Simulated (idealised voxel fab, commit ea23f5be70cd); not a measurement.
Process module name: voxel transistor to metal
Cross-section cut spans 205 nm and uses square cells 5 nm in size.
Bands, listed from the top down, are how a cross-section gets written in this document; the cross-section itself is a grid of square cells, and a band is one or more rows of them.
Band: top height; bottom height; in nm. Then, left to right: material with width in nm, for each material. "edge to edge": a single material spanning edge to edge. "empty": empty space.
Where do heights start? At 0: under that level the wafer as delivered is made of one material only. And the lowest band has no floor; it just carries on downward, as in "0 nm and below".
A width such as "30..40" changes by the same amount from each row of cells to the next, from the band's top row to its bottom row.
The cross-section has no changed cell in any step marked "nothing changed".
Empty spaces counting at least 8 cells and having no open way to the top are listed in "Unvented internal voids". The notation width x height at distance is used for each, the distance being from the left edge and all three values in nm.
Past the settings on a step's line: simulator remark, on that step.
The setting "overlay nm" may be written on the line of a step. When the step uses a mask, the value reports how far to the right of the planned place the mask lay, and a negative value reports that it lay to the left.
-- This section lists the process steps that were planned
1: RECEIVE (material Si)
2: OXIDIZE (depth nm 5)
3: CONFORMAL_DEP (material SiN; thk nm 15)
4: MASKED_ETCH (tone cover; mask id ACTIVE; width nm 110; etch materials SiN; depth nm 15; overlay nm 0)
5: MASKED_ETCH (tone cover; mask id ACTIVE; width nm 110; etch materials SiO2; depth nm 5; overlay nm 0)
6: MASKED_ETCH (tone cover; mask id ACTIVE; width nm 110; etch materials Si; depth nm 25; overlay nm 0)
7: FILL_DEP (material SiO2; thk nm 10)
8: CMP (height nm 15)
9: SELECTIVE_ETCH (etch materials SiO2; depth nm 5)
10: STRIP (etch materials SiN)
11: SELECTIVE_ETCH (etch materials SiO2; depth nm 5)
12: OXIDIZE (depth nm 5)
13: DIRECTIONAL_DEP (material polySi; thk nm 25)
14: DIRECTIONAL_DEP (material SiCN; thk nm 10)
15: PATTERN (tone cover; mask id GATE; material resist; width nm 30; thk nm 20; overlay nm 0)
16: DIRECTIONAL_ETCH (etch materials SiCN; depth nm 20)
17: DIRECTIONAL_ETCH (etch materials polySi; depth nm 35)
18: STRIP (etch materials resist)
19: CONFORMAL_DEP (material SiO2; thk nm 5)
20: DIRECTIONAL_ETCH (etch materials SiO2; depth nm 5)
21: CONFORMAL_DEP (material SiN; thk nm 10)
22: DIRECTIONAL_ETCH (etch materials SiN; depth nm 10)
23: DIRECTIONAL_ETCH (etch materials SiO2; depth nm 5)
24: DIRECTIONAL_ETCH (etch materials Si; depth nm 5)
25: EPI (material nSi; thk nm 5)
26: FILL_DEP (material SiO2; thk nm 5)
27: CMP (height nm 20)
28: STRIP (etch materials polySi)
29: SELECTIVE_ETCH (etch materials SiO2; depth nm 5)
30: CONFORMAL_DEP (material HfO2; thk nm 5)
31: CONFORMAL_DEP (material TiN; thk nm 5)
32: FILL_DEP (material W; thk nm 5)
33: CMP (height nm 15)
34: DIRECTIONAL_DEP (material SiO2; thk nm 15)
35: MASKED_ETCH (tone open; mask id CONTACT; width nm 20; pitch nm 80; etch materials SiO2; depth nm 40; overlay nm 0)
36: CONFORMAL_DEP (material TiN; thk nm 5)
37: FILL_DEP (material W; thk nm 5)
38: CMP (height nm 30)
39: DIRECTIONAL_DEP (material TiN; thk nm 5)
40: DIRECTIONAL_DEP (material Ru; thk nm 15)
41: PATTERN (tone cover; mask id METAL_1; material resist; width nm 20; pitch nm 80; thk nm 15; overlay nm 0)
42: DIRECTIONAL_ETCH (etch materials Ru; depth nm 15)
43: DIRECTIONAL_ETCH (etch materials TiN; depth nm 5)
44: STRIP (etch materials resist)
45: CONFORMAL_DEP (material SiCN; thk nm 5)
46: FILL_DEP (material SiO2; thk nm 10)
47: CMP (height nm 50)
48: CONFORMAL_DEP (material SiN; thk nm 5)
-- Incoming wafer, cross-sectional view, post step 1
    0 nm and below | Si edge to edge
    Unvented internal voids: none
-- First wafer of two, sectioned at end of module; run went per plan
    55 nm to 50 nm | SiN edge to edge
    50 nm to 35 nm | 45 SiO2; 5 SiCN; 20 Ru; 5 SiCN; 50 SiO2; 5 SiCN; 20 Ru; 5 SiCN; 50 SiO2
    35 nm to 30 nm | 50 SiCN; 20 TiN; 60 SiCN; 20 TiN; 55 SiCN
    30 nm to 15 nm | 50 SiO2; 5 TiN; 10 W; 5 TiN; 60 SiO2; 5 TiN; 10 W; 5 TiN; 55 SiO2
    15 nm to 5 nm | 50 SiO2; 5..10 TiN; 10..5 W; 5 TiN; 10 SiN; 5 HfO2; 5 TiN; 20 W; 5 TiN; 5 HfO2; 10 SiN; 5 TiN; 10..5 W; 5..10 TiN; 55 SiO2
    5 nm to 0 nm | 45 SiO2; 10 SiN; 5 TiN; 5 W; 5 TiN; 10 SiN; 5 HfO2; 5 TiN; 20 W; 5 TiN; 5 HfO2; 10 SiN; 5 TiN; 5 W; 5 TiN; 10 SiN; 50 SiO2
    0 nm to -5 nm | 45 SiO2; 10 SiN; 15 TiN; 10 SiN; 5 HfO2; 30 TiN; 5 HfO2; 10 SiN; 15 TiN; 10 SiN; 50 SiO2
    -5 nm to -10 nm | 55 SiO2; 5 nSi; 5 TiN; 5 nSi; 10 SiO2; 40 HfO2; 10 SiO2; 5 nSi; 5 TiN; 5 nSi; 60 SiO2
    -10 nm to -15 nm | 45 SiO2; 10 Si; 15 nSi; 60 Si; 15 nSi; 10 Si; 50 SiO2
    -15 nm to -30 nm | 45 SiO2; 110 Si; 50 SiO2
    -30 nm and below | Si edge to edge
    Unvented internal voids: none
-- Second wafer cross-section at end of module - shared start and plan with the first, one mistake in the run
    55 nm to 50 nm | SiN edge to edge
    50 nm to 35 nm | 50 Ru; 5 SiCN; 10 SiO2; 5 SiCN; 60 Ru; 5 SiCN; 10 SiO2; 5 SiCN; 55 Ru
    35 nm to 30 nm | 50 TiN; 20 SiCN; 60 TiN; 20 SiCN; 55 TiN
    30 nm to 15 nm | 50 SiO2; 5 TiN; 10 W; 5 TiN; 60 SiO2; 5 TiN; 10 W; 5 TiN; 55 SiO2
    15 nm to 5 nm | 50 SiO2; 5..10 TiN; 10..5 W; 5 TiN; 10 SiN; 5 HfO2; 5 TiN; 20 W; 5 TiN; 5 HfO2; 10 SiN; 5 TiN; 10..5 W; 5..10 TiN; 55 SiO2
    5 nm to 0 nm | 45 SiO2; 10 SiN; 5 TiN; 5 W; 5 TiN; 10 SiN; 5 HfO2; 5 TiN; 20 W; 5 TiN; 5 HfO2; 10 SiN; 5 TiN; 5 W; 5 TiN; 10 SiN; 50 SiO2
    0 nm to -5 nm | 45 SiO2; 10 SiN; 15 TiN; 10 SiN; 5 HfO2; 30 TiN; 5 HfO2; 10 SiN; 15 TiN; 10 SiN; 50 SiO2
    -5 nm to -10 nm | 55 SiO2; 5 nSi; 5 TiN; 5 nSi; 10 SiO2; 40 HfO2; 10 SiO2; 5 nSi; 5 TiN; 5 nSi; 60 SiO2
    -10 nm to -15 nm | 45 SiO2; 10 Si; 15 nSi; 60 Si; 15 nSi; 10 Si; 50 SiO2
    -15 nm to -30 nm | 45 SiO2; 110 Si; 50 SiO2
    -30 nm and below | Si edge to edge
    Unvented internal voids: none
What broke from the plan during processing? step 41 changed vs plan, executed as PATTERN (tone open; mask id METAL_1; material resist; width nm 20; pitch nm 80; thk nm 15; overlay nm 0)
Wrapping up, a cell-based count of both wafers puts the second over or under the first for these materials: Ru: 75 more, SiCN: 25 fewer, SiO2: 75 fewer, TiN: 25 more
